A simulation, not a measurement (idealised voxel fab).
Presented below is a process module, voxel self aligned contacts.
175 nm wide, 5 nm square cells: that's cross-section cut.
A cross-section is a grid of square cells, given in bands from the top down. A band is one or more rows of cells.
For a band, the entry starts with two heights in nm, that of the top and then that of the bottom, and carries on with the band's materials in order from left to right, each alongside its width in nm; the word "full width" beside a single material means it fills the band edge to edge, and "air" means empty space.
Below 0: as-received wafer, all one material; heights counted from there. Lowest band: no bottom, goes on down, written "0..down".
Top row gets the first number, bottom row gets the second, and each row in between changes by the same step: that is how a band width like "30..40" works.
Step marked "no alterations made"? Then no cell in the cross-section changed in it.
"Closed void roster" lists enclosed empty spaces (at least 8 cells, no open path upward to the top), each as width x height at distance from the left edge, in nm.
Past the settings on a step's line: simulator remark, on that step.
"overlay nm" denotes, for a step that has a mask, the displacement of the mask to the right of its planned place, with negative values corresponding to the left.
## Process steps foreseen in the plan
1 RECEIVE with material Si
2 CONFORMAL_DEP with material SiO2, thk nm 5
3 DIRECTIONAL_DEP with material polySi, thk nm 25
4 DIRECTIONAL_DEP with material SiN, thk nm 15
5 DIRECTIONAL_DEP with material aC, thk nm 10
6 PATTERN with tone cover, mask id GATE, material resist, width nm 25, pitch nm 60, thk nm 25, overlay nm 0
7 DIRECTIONAL_ETCH with etch materials aC, depth nm 10
8 STRIP with etch materials resist
9 DIRECTIONAL_ETCH with etch materials SiN, depth nm 15
10 DIRECTIONAL_ETCH with etch materials polySi, depth nm 25
11 STRIP with etch materials aC
12 CONFORMAL_DEP with material SiN, thk nm 5
13 DIRECTIONAL_ETCH with etch materials SiN, depth nm 5
14 FILL_DEP with material SiO2, thk nm 15
15 CMP with height nm 50
16 MASKED_ETCH with tone open, mask id CONTACT, width nm 35, etch materials SiO2, depth nm 50, overlay nm 0
17 CONFORMAL_DEP with material TiN, thk nm 5
18 FILL_DEP with material W, thk nm 5
19 CMP with height nm 50
20 CONFORMAL_DEP with material SiCN, thk nm 5
Among the wafers covered here, the point of difference is the width nm at step 16; their starting state is shared, and the plan presents the value of the first wafer.
## Cross-section, first of several wafers, as delivered after step 1
* 0..down | Si full width
* Closed void roster: none
## Row per wafer, end-of-module: cell gain (+)/loss (-) by material since the wafer came in, then closed voids
width nm 35, +35 SiCN, +62 SiN, +186 SiO2, +25 TiN, +27 W, +50 polySi, Closed void roster: none
width nm 40, +35 SiCN, +62 SiN, +185 SiO2, +26 TiN, +27 W, +50 polySi, Closed void roster: none
width nm 45, +35 SiCN, +62 SiN, +184 SiO2, +27 TiN, +27 W, +50 polySi, Closed void roster: none
width nm 50, +35 SiCN, +62 SiN, +183 SiO2, +28 TiN, +27 W, +50 polySi, Closed void roster: none
width nm 55, +35 SiCN, +62 SiN, +182 SiO2, +29 TiN, +27 W, +50 polySi, Closed void roster: none
width nm 60, +35 SiCN, +62 SiN, +181 SiO2, +30 TiN, +27 W, +50 polySi, Closed void roster: none
